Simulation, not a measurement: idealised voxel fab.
The following process module bears the name voxel local oxidation.
Pictured: cross-section cut, 150 nm wide, on a grid of 5 nm square cells.
Square cells in a grid make up a cross-section in this document, and the grid is given as bands, listed from the top down, each one or more rows of cells.
In this notation a band is specified by the heights of its top and bottom, in that order and in nm, after which its materials appear from left to right, each paired with its width in nm. The word "everywhere" attached to a single material means that material fills the band from edge to edge; the word "blank" stands for empty space.
Height datum 0, below which the as-received substrate wafer is one material. Lowest band open at the bottom, running downward: "0 and below".
You'd read "30..40" like this: the band's top row of cells is as wide as the first number, its bottom row is as wide as the second, and going down, every row changes width by the same amount as the row before did.
"all unchanged" after a step means that no cell of the cross-section changed.
Closed empty spaces (no open way to the top) of 8 cells or more are what "Enclosed internal cavities" lists, each as width x height at distance from the left edge, nm for all three.
On each step's line, the part that comes after the settings is the simulator's own comment on the step.
overlay nm: for a step with a mask, the amount by which the mask lay right of where it was planned; a negative amount means left of it.
Process steps - plan:
1 RECEIVE,material Si
2 OXIDIZE,depth nm 5
3 CONFORMAL_DEP,material SiN,thk nm 15
4 DIRECTIONAL_DEP,material aC,thk nm 15
5 PATTERN,tone cover,mask id ACTIVE,material resist,width nm 95,thk nm 30,overlay nm 0
6 DIRECTIONAL_ETCH,etch materials aC,depth nm 15
7 STRIP,etch materials resist
8 DIRECTIONAL_ETCH,etch materials SiN,depth nm 15
9 STRIP,etch materials aC
10 SELECTIVE_ETCH,etch materials SiO2,depth nm 5
11 OXIDIZE,depth nm 15
12 STRIP,etch materials SiN
Incoming wafer, cross-sectional view, post step 1:
- 0 and below = Si everywhere
- Enclosed internal cavities: none
The cross-section shown corresponds to the wafer at the conclusion of the module. The initial structure and the process plan are those presented above; however, one mistake occurred in executing the plan:
- 0 down to -5 = blank: 35 | SiO2: 85 | blank: 30
- -5 down to -20 = SiO2: 50 | Si: 55 | SiO2: 45
- -20 and below = Si everywhere
- Enclosed internal cavities: none
Heads up, the wafer didn't run the way we planned it: note that step 5 departed from the planned setting and was carried out as PATTERN,tone cover,mask id ACTIVE,material resist,width nm 95,thk nm 30,overlay nm 5
